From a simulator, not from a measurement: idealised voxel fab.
Module name: voxel self aligned vias (process module)
The width of the displayed cross-section, cut, is 185 nm; its cells are square, with a size of 5 nm.
For the purposes of this document, a cross-section shall be understood as a grid of square cells, specified as bands listed in top-to-bottom order, each band consisting of one or more rows of cells. Read a band's entry like this: the first values are the height of its top and the height of its bottom in nm, and what follows is the sequence of materials from left to right, each with its width in nm. Note that "blank" is empty space, and that a single material marked "all across" reaches across the band from edge to edge. Heights are expressed relative to 0, this being the level below which the as-received wafer comprises one material exclusively. The lowest band is unbounded in the downward direction and is denoted as in "0 -> down". You'd read "30..40" like this: the band's top row of cells is as wide as the first number, its bottom row is as wide as the second, and going down, every row changes width by the same amount as the row before did. Given "stayed the same" for a step, no cell of the cross-section differs between before and after that step. What "Unvented voids" gives you is every empty space of 8 cells or more that is cut off from the top. Each appears as width x height at distance, with the distance taken from the left edge and width, height and distance all in nm. Anything after a step's settings on that line? It's the simulator's own note about the step. overlay nm: how far to the right of its planned place the mask lay on this masked step (negative: to the left).
HERE'S WHAT THE PLANNED PROCESS STEPS LOOK LIKE
1) RECEIVE with material Si
2) CONFORMAL_DEP with material SiO2, thk nm 10
3) CONFORMAL_DEP with material SiCN, thk nm 5
4) DIRECTIONAL_DEP with material SiO2, thk nm 25
5) MASKED_ETCH with tone open, mask id LINES, width nm 20, pitch nm 70, etch materials SiO2, depth nm 25, overlay nm 0
6) CONFORMAL_DEP with material TiN, thk nm 5
7) FILL_DEP with material Ru, thk nm 10
8) CMP with height nm 40
9) SELECTIVE_ETCH with etch materials W Ru TiN, depth nm 10
10) FILL_DEP with material SiN, thk nm 10
11) CMP with height nm 40
12) DIRECTIONAL_DEP with material SiO2, thk nm 15
13) DIRECTIONAL_DEP with material aC, thk nm 10
14) PATTERN with tone open, mask id VIAS, material resist, width nm 40, pitch nm 70, thk nm 25, overlay nm 0
15) DIRECTIONAL_ETCH with etch materials aC, depth nm 10
16) STRIP with etch materials resist
17) DIRECTIONAL_ETCH with etch materials SiO2, depth nm 15
18) DIRECTIONAL_ETCH with etch materials SiN, depth nm 10
19) STRIP with etch materials aC
20) CONFORMAL_DEP with material TiN, thk nm 5
21) FILL_DEP with material Ru, thk nm 5
22) CMP with height nm 55
23) CONFORMAL_DEP with material SiN, thk nm 5
CROSS-SECTION, INCOMING MATERIAL, AFTER STEP 1
	0 -> down: Si all across
	Unvented voids: none
CROSS-SECTIONAL RESULT AFTER MODULE COMPLETION. NOTE: STARTING CONDITION AND PLAN ARE UNCHANGED FROM ABOVE; ONE PROCESSING MISTAKE WAS MADE
	60 -> 55: SiN all across
	55 -> 45: Ru (30)  TiN (5)  SiO2 (40)  TiN (5)  Ru (20)  TiN (5)  SiO2 (40)  TiN (5)  Ru (35)
	45 -> 40: TiN (35)  SiO2 (40)  TiN (30)  SiO2 (40)  TiN (40)
	40 -> 30: SiO2 (45)  SiN (20)  SiO2 (50)  SiN (20)  SiO2 (50)
	30 -> 20: SiO2 (45)  TiN (5)  Ru (10)  TiN (5)  SiO2 (50)  TiN (5)  Ru (10)  TiN (5)  SiO2 (50)
	20 -> 15: SiO2 (45)  TiN (20)  SiO2 (50)  TiN (20)  SiO2 (50)
	15 -> 10: SiCN all across
	10 -> 0: SiO2 all across
	0 -> down: Si all across
	Unvented voids: none
Short version of what went wrong: step 14 was run on a setting that differed from the plan, and what really ran there is PATTERN with tone cover, mask id VIAS, material resist, width nm 40, pitch nm 70, thk nm 25, overlay nm 0
